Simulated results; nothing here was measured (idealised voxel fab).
process module | voxel trench capacitor
cross-section cut | 225 nm wide | cells 5 nm
A cross-section is a grid of square cells, given in bands from the top down. A band is one or more rows of cells.
Each band's line starts with the height of the band's top and of its bottom, in nm. Then come its materials from left to right, each with its width in nm. One material with "throughout" fills the band from edge to edge. "air" is empty space.
Height 0 is the level under which the wafer as received is all one material. The lowest band goes on downwards, as in "0 down".
A width such as "30 to 40" changes by the same amount from each row of cells to the next, from the band's top row to its bottom row.
"no change" after a step means that no cell of the cross-section changed.
closed voids: empty space of 8 cells or more with no open way to the top, each as width x height at its distance from the left edge, in nm
after a step's settings: what the simulator itself notes on the step
overlay nm, on a step with a mask: how far to the right of its planned place the mask lay; to the left if negative
plan
1 op RECEIVE | material Si
2 op CONFORMAL_DEP | material SiN | thk nm 10
3 op MASKED_ETCH | tone open | mask id TRENCH | width nm 20 | pitch nm 45 | etch materials SiN | depth nm 10 | overlay nm 0
4 op MASKED_ETCH | tone open | mask id TRENCH | width nm 20 | pitch nm 45 | etch materials Si | depth nm 25 | overlay nm 0
5 op CONFORMAL_DEP | material SiO2 | thk nm 5
6 op FILL_DEP | material polySi | thk nm 5
7 op CMP | height nm 10
as received, after step 1
  0 down: Si throughout
  closed voids: none
a wafer at the end: this start, this plan, one mistake
  10 to 0: SiN 60 | SiO2 5 | polySi 10 to 5 | SiO2 5 to 10 | SiN 25 | SiO2 5 | polySi 10 to 5 | SiO2 5 to 10 | SiN 25 | SiO2 5 | polySi 10 to 5 | SiO2 5 to 10 | SiN 55
  0 to -20: Si 60 | SiO2 5 | polySi 5 | SiO2 5 | Si 30 | SiO2 5 | polySi 5 | SiO2 5 | Si 30 | SiO2 5 | polySi 5 | SiO2 5 | Si 60
  -20 to -25: Si 60 | SiO2 15 | Si 30 | SiO2 15 | Si 30 | SiO2 15 | Si 60
  -25 down: Si throughout
  closed voids: none
what went wrong: step 3 ran as: op MASKED_ETCH | tone open | mask id TRENCH | width nm 20 | pitch nm 45 | etch materials SiN | depth nm 10 | overlay nm 5
